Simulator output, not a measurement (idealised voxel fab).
Process module name: voxel released beams
Each square cell in cross-section cut measures 5 nm, and the section as a whole is 195 nm wide.
Each cross-section below is a grid of square cells, stated as bands in top-down order, with one or more rows of cells making up each band. First you get the band's top height and its bottom height, in nm, and then the materials it's made of, left to right, with each width in nm. If you see a single material with "full width", that one covers the band edge to edge. "blank" is empty space. For the purposes of this specification, 0 denotes the height below which the wafer in its as-received condition is composed wholly of one material, and the lowermost band, lacking a lower limit, extends downward without end, as expressed in "0 nm and below". A width such as "30 to 40" changes by the same amount from each row of cells to the next, from the band's top row to its bottom row. Where the words "left unchanged" appear for a step, the cross-section shows no cell changed by that step; every cell remained as before. Closed-off voids of 8+ cells (no open route to the top) go in "Enclosed empty spaces", written width x height at distance from the left edge, in nm. Where a step's line continues beyond its settings, the continuation is a remark by the simulator itself on that step. overlay nm: on a step with a mask, how far right of its planned place the mask lay; negative means left.
This section lists the process steps that were planned
- 1: RECEIVE | material Si
- 2: CONFORMAL_DEP | material SiN | thk nm 10
- 3: DIRECTIONAL_DEP | material SiO2 | thk nm 20
- 4: MASKED_ETCH | tone open | mask id ANCHOR | width nm 45 | etch materials SiO2 | depth nm 20 | overlay nm 0
- 5: CONFORMAL_DEP | material TiN | thk nm 15
- 6: PATTERN | tone cover | mask id BEAM | material resist | width nm 125 | thk nm 15 | overlay nm 0
- 7: DIRECTIONAL_ETCH | etch materials TiN | depth nm 15
- 8: STRIP | etch materials resist
- 9: STRIP | etch materials SiO2
The cross-section here shows the wafer as received, i.e. in its state after step 1
	0 nm and below | Si full width
	Enclosed empty spaces: none
Here's the wafer cut in cross-section after the module, started and planned just like above, except one thing was done wrong in the run
	45 nm to 30 nm | blank (30), then TiN (20), then blank (15), then TiN (95), then blank (35)
	30 nm to 25 nm | blank (35), then TiN (15), then blank (15), then TiN (15), then blank (115)
	25 nm to 10 nm | blank (35), then TiN (45), then blank (115)
	10 nm to 0 nm | SiN full width
	0 nm and below | Si full width
	Enclosed empty spaces: none
Short version of what went wrong: step 6, actual vs plan mismatch, actual run PATTERN | tone cover | mask id BEAM | material resist | width nm 130 | thk nm 15 | overlay nm 0
